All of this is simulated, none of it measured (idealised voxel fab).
A process module follows: voxel self aligned vias.
This is section cut - it's 285 nm across, gridded in 5 nm square cells.
Think of the cross-section as a grid of square cells. We describe it in bands, top to bottom, and each band covers one or more rows of those cells.
What a band's entry tells you: where the top is and where the bottom is, as heights in nm, and after that what lies inside, material by material from left to right, each with its width in nm. Empty space is written as the word "empty", and a single material marked with the word "edge to edge" occupies the band from edge to edge.
Ref level 0: as-received wafer is one material below here. Bottom band extends down with no lower bound ("0 -> down").
So if you see something like "30..40" for the width, read it as the top row of the band sitting at the first number and the bottom row at the second, with every row in between moving by the same amount as the last.
Given "identical to before" for a step, no cell of the cross-section differs between before and after that step.
Look at "Closed void table" for the closed voids: empty spaces with no open path to the top, sized 8 cells or up. Each is width x height at distance, distance from the left edge, all nm.
Step line, after settings: the simulator's comment on this step.
Steps that use a mask can have "overlay nm" on their line. It says how far the mask sat to the right of where it was meant to be. Negative means to the left.
Process steps (planned)
1: RECEIVE (material Si)
2: CONFORMAL_DEP (material SiO2; thk nm 10)
3: CONFORMAL_DEP (material SiCN; thk nm 5)
4: DIRECTIONAL_DEP (material lowk; thk nm 25)
5: MASKED_ETCH (tone open; mask id LINES; width nm 20; pitch nm 45; etch materials lowk; depth nm 25; overlay nm 0)
6: CONFORMAL_DEP (material TiN; thk nm 5)
7: FILL_DEP (material W; thk nm 10)
8: CMP (height nm 40)
9: SELECTIVE_ETCH (etch materials W Ru TiN; depth nm 5)
10: FILL_DEP (material SiN; thk nm 5)
11: CMP (height nm 40)
12: DIRECTIONAL_DEP (material lowk; thk nm 10)
13: DIRECTIONAL_DEP (material aC; thk nm 10)
14: PATTERN (tone open; mask id VIAS; material resist; width nm 30; pitch nm 90; thk nm 30; overlay nm 0)
15: DIRECTIONAL_ETCH (etch materials aC; depth nm 10)
16: STRIP (etch materials resist)
17: DIRECTIONAL_ETCH (etch materials lowk; depth nm 20)
18: DIRECTIONAL_ETCH (etch materials SiN; depth nm 5)
19: STRIP (etch materials aC)
20: CONFORMAL_DEP (material TiN; thk nm 5)
21: FILL_DEP (material Ru; thk nm 5)
22: CMP (height nm 60)
23: CONFORMAL_DEP (material SiCN; thk nm 5)
The plan shows the thk nm of step 12 as the first wafer had it; this setting differs between the wafers, which start out alike.
Cross-section of the first of several wafers as received (after step 1)
	0 -> down: Si edge to edge
	Closed void table: none
wafer rows; end of module; cells per material since receipt: (+) gained, (-) lost; then closed voids
thk nm 10; +81 Ru; +114 SiCN; +4 SiN; +114 SiO2; +103 TiN; +18 W; +307 lowk; Closed void table: none
thk nm 15; +32 Ru; +114 SiCN; +4 SiN; +114 SiO2; +103 TiN; +18 W; +356 lowk; Closed void table: none
thk nm 20; +28 Ru; +114 SiCN; +4 SiN; +114 SiO2; +58 TiN; +18 W; +405 lowk; Closed void table: none
thk nm 25; +16 Ru; +114 SiCN; +12 SiN; +114 SiO2; +50 TiN; +18 W; +417 lowk; Closed void table: none
thk nm 30; +8 Ru; +114 SiCN; +12 SiN; +114 SiO2; +46 TiN; +18 W; +429 lowk; Closed void table: none
thk nm 35; +114 SiCN; +12 SiN; +114 SiO2; +42 TiN; +18 W; +441 lowk; Closed void table: none
